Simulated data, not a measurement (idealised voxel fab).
process module | voxel transistor to metal
cross-section cut | 145 nm wide | cells 5 nm
A cross-section is a grid of square cells, given in bands from the top down. A band is one or more rows of cells.
Each band's line starts with the height of the band's top and of its bottom, in nm. Then come its materials from left to right, each with its width in nm. One material with "throughout" fills the band from edge to edge. "air" is empty space.
Height 0 is the level under which the wafer as received is all one material. The lowest band goes on downwards, as in "0 down".
A width such as "30 to 40" changes by the same amount from each row of cells to the next, from the band's top row to its bottom row.
"no change" after a step means that no cell of the cross-section changed.
closed voids: empty space of 8 cells or more with no open way to the top, each as width x height at its distance from the left edge, in nm
after a step's settings: what the simulator itself notes on the step
overlay nm, on a step with a mask: how far to the right of its planned place the mask lay; to the left if negative
plan
1 op RECEIVE | material Si
2 op OXIDIZE | depth nm 5
3 op CONFORMAL_DEP | material SiN | thk nm 10
4 op DIRECTIONAL_DEP | material aC | thk nm 10
5 op PATTERN | tone cover | mask id ACTIVE | material resist | width nm 115 | thk nm 25 | overlay nm 0
6 op DIRECTIONAL_ETCH | etch materials aC | depth nm 10
7 op STRIP | etch materials resist
8 op DIRECTIONAL_ETCH | etch materials SiN | depth nm 10
9 op DIRECTIONAL_ETCH | etch materials SiO2 | depth nm 5
10 op DIRECTIONAL_ETCH | etch materials Si | depth nm 20
11 op STRIP | etch materials aC
12 op FILL_DEP | material SiO2 | thk nm 5
13 op CMP | height nm 0
14 op SELECTIVE_ETCH | etch materials SiO2 | depth nm 5
15 op STRIP | etch materials SiN
16 op SELECTIVE_ETCH | etch materials SiO2 | depth nm 5
17 op OXIDIZE | depth nm 5
18 op DIRECTIONAL_DEP | material polySi | thk nm 30
19 op DIRECTIONAL_DEP | material SiCN | thk nm 15
20 op PATTERN | tone cover | mask id GATE | material resist | width nm 25 | thk nm 20 | overlay nm 0
21 op DIRECTIONAL_ETCH | etch materials SiCN | depth nm 25
22 op DIRECTIONAL_ETCH | etch materials polySi | depth nm 40
23 op STRIP | etch materials resist
24 op CONFORMAL_DEP | material SiN | thk nm 5
25 op DIRECTIONAL_ETCH | etch materials SiN | depth nm 5
26 op DIRECTIONAL_ETCH | etch materials SiO2 | depth nm 5
27 op DIRECTIONAL_ETCH | etch materials Si | depth nm 10
28 op EPI | material pSi | thk nm 10
29 op FILL_DEP | material SiO2 | thk nm 5
30 op CMP | height nm 25
31 op STRIP | etch materials polySi
32 op SELECTIVE_ETCH | etch materials SiO2 | depth nm 5
33 op CONFORMAL_DEP | material HfO2 | thk nm 5
34 op CONFORMAL_DEP | material TiN | thk nm 5
35 op FILL_DEP | material W | thk nm 10
36 op CMP | height nm 20
37 op DIRECTIONAL_DEP | material SiO2 | thk nm 15
38 op DIRECTIONAL_DEP | material aC | thk nm 15
39 op PATTERN | tone open | mask id CONTACT | material resist | width nm 20 | pitch nm 75 | thk nm 35 | overlay nm 0
40 op DIRECTIONAL_ETCH | etch materials aC | depth nm 15
41 op STRIP | etch materials resist
42 op DIRECTIONAL_ETCH | etch materials SiO2 | depth nm 45
43 op STRIP | etch materials aC
44 op CONFORMAL_DEP | material TiN | thk nm 5
45 op FILL_DEP | material W | thk nm 10
46 op CMP | height nm 35
47 op CONFORMAL_DEP | material SiCN | thk nm 5
48 op DIRECTIONAL_DEP | material lowk | thk nm 15
49 op MASKED_ETCH | tone open | mask id METAL_1 | width nm 20 | pitch nm 75 | etch materials lowk | depth nm 15 | overlay nm 0
50 op MASKED_ETCH | tone open | mask id METAL_1 | width nm 20 | pitch nm 75 | etch materials SiCN | depth nm 5 | overlay nm 0
51 op CONFORMAL_DEP | material TiN | thk nm 5
52 op FILL_DEP | material Ru | thk nm 10
53 op CMP | height nm 55
54 op EPI | material Ru | thk nm 5
55 op FILL_DEP | material SiCN | thk nm 5
varied across the wafers: height nm of step 13. The plan shows the first wafer's value. All wafers start alike
first wafer as received, after step 1
  0 down: Si throughout
  closed voids: none
each wafer at the end: cells of each material gained (+) or lost (-) since it was received, then its closed voids
height nm 0 | +17 HfO2 | +24 Ru | -106 Si | +67 SiCN | +12 SiN | +153 SiO2 | +71 TiN | +34 W | +63 lowk | +42 pSi | closed voids: none
height nm 5 | +17 HfO2 | +24 Ru | -108 Si | +67 SiCN | +10 SiN | +157 SiO2 | +71 TiN | +36 W | +63 lowk | +40 pSi | closed voids: none
height nm 10 | +17 HfO2 | +24 Ru | -108 Si | +67 SiCN | +12 SiN | +155 SiO2 | +71 TiN | +36 W | +63 lowk | +40 pSi | closed voids: none
height nm 15 | +17 HfO2 | +24 Ru | -108 Si | +67 SiCN | +14 SiN | +153 SiO2 | +71 TiN | +36 W | +63 lowk | +40 pSi | closed voids: none
